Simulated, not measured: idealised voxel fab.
process module | voxel wiring stack
cross-section cut | 220 nm wide | cells 5 nm
A cross-section is a grid of square cells, given in bands from the top down. A band is one or more rows of cells.
Each band's line starts with the height of the band's top and of its bottom, in nm. Then come its materials from left to right, each with its width in nm. One material with "throughout" fills the band from edge to edge. "air" is empty space.
Height 0 is the level under which the wafer as received is all one material. The lowest band goes on downwards, as in "0 down".
A width such as "30 to 40" changes by the same amount from each row of cells to the next, from the band's top row to its bottom row.
"no change" after a step means that no cell of the cross-section changed.
closed voids: empty space of 8 cells or more with no open way to the top, each as width x height at its distance from the left edge, in nm
after a step's settings: what the simulator itself notes on the step
overlay nm, on a step with a mask: how far to the right of its planned place the mask lay; to the left if negative
plan
1 op RECEIVE | material Si
2 op CONFORMAL_DEP | material SiO2 | thk nm 15
3 op DIRECTIONAL_DEP | material TiN | thk nm 5
4 op DIRECTIONAL_DEP | material W | thk nm 15
5 op DIRECTIONAL_DEP | material aC | thk nm 10
6 op PATTERN | tone cover | mask id METAL_1 | material resist | width nm 25 | pitch nm 40 | thk nm 30 | overlay nm 0
7 op DIRECTIONAL_ETCH | etch materials aC | depth nm 10
8 op STRIP | etch materials resist
9 op DIRECTIONAL_ETCH | etch materials W | depth nm 15
10 op DIRECTIONAL_ETCH | etch materials TiN | depth nm 5
11 op STRIP | etch materials aC
12 op CONFORMAL_DEP | material SiCN | thk nm 5
13 op FILL_DEP | material SiO2 | thk nm 5
14 op CMP | height nm 35
15 op CONFORMAL_DEP | material SiCN | thk nm 5
16 op DIRECTIONAL_DEP | material SiO2 | thk nm 30
17 op DIRECTIONAL_DEP | material aC | thk nm 10
18 op PATTERN | tone open | mask id METAL_2 | material resist | width nm 25 | pitch nm 40 | thk nm 30 | overlay nm 0
19 op DIRECTIONAL_ETCH | etch materials aC | depth nm 10
20 op STRIP | etch materials resist
21 op DIRECTIONAL_ETCH | etch materials SiO2 | depth nm 15
22 op STRIP | etch materials aC
23 op MASKED_ETCH | tone open | mask id METAL_2_HOLES | width nm 15 | pitch nm 40 | etch materials SiO2 | depth nm 15 | overlay nm 0
24 op MASKED_ETCH | tone open | mask id METAL_2_HOLES | width nm 15 | pitch nm 40 | etch materials SiCN | depth nm 5 | overlay nm 0
25 op CONFORMAL_DEP | material TiN | thk nm 5
26 op FILL_DEP | material Cu | thk nm 10
27 op CMP | height nm 70
28 op CONFORMAL_DEP | material SiN | thk nm 5
as received, after step 1
  0 down: Si throughout
  closed voids: none
a wafer at the end: this start, this plan, one mistake
  75 to 70: SiN throughout
  70 to 45: SiO2 75 | TiN 5 | Cu 15 | TiN 5 | SiO2 15 | TiN 5 | Cu 15 | TiN 5 | SiO2 80
  45 to 40: SiO2 75 | TiN 5 | Cu 5 | TiN 15 | SiO2 15 | TiN 5 | Cu 5 | TiN 15 | SiO2 80
  40 to 35: SiCN 75 | TiN 15 | SiCN 25 | TiN 15 | SiCN 90
  35 to 20: SiO2 70 | SiCN 5 | W 25 | SiCN 5 | SiO2 5 | SiCN 5 | W 25 | SiCN 5 | SiO2 75
  20 to 15: SiCN 75 | TiN 25 | SiCN 15 | TiN 25 | SiCN 80
  15 to 0: SiO2 throughout
  0 down: Si throughout
  closed voids: none
what went wrong: step 21 was run twice
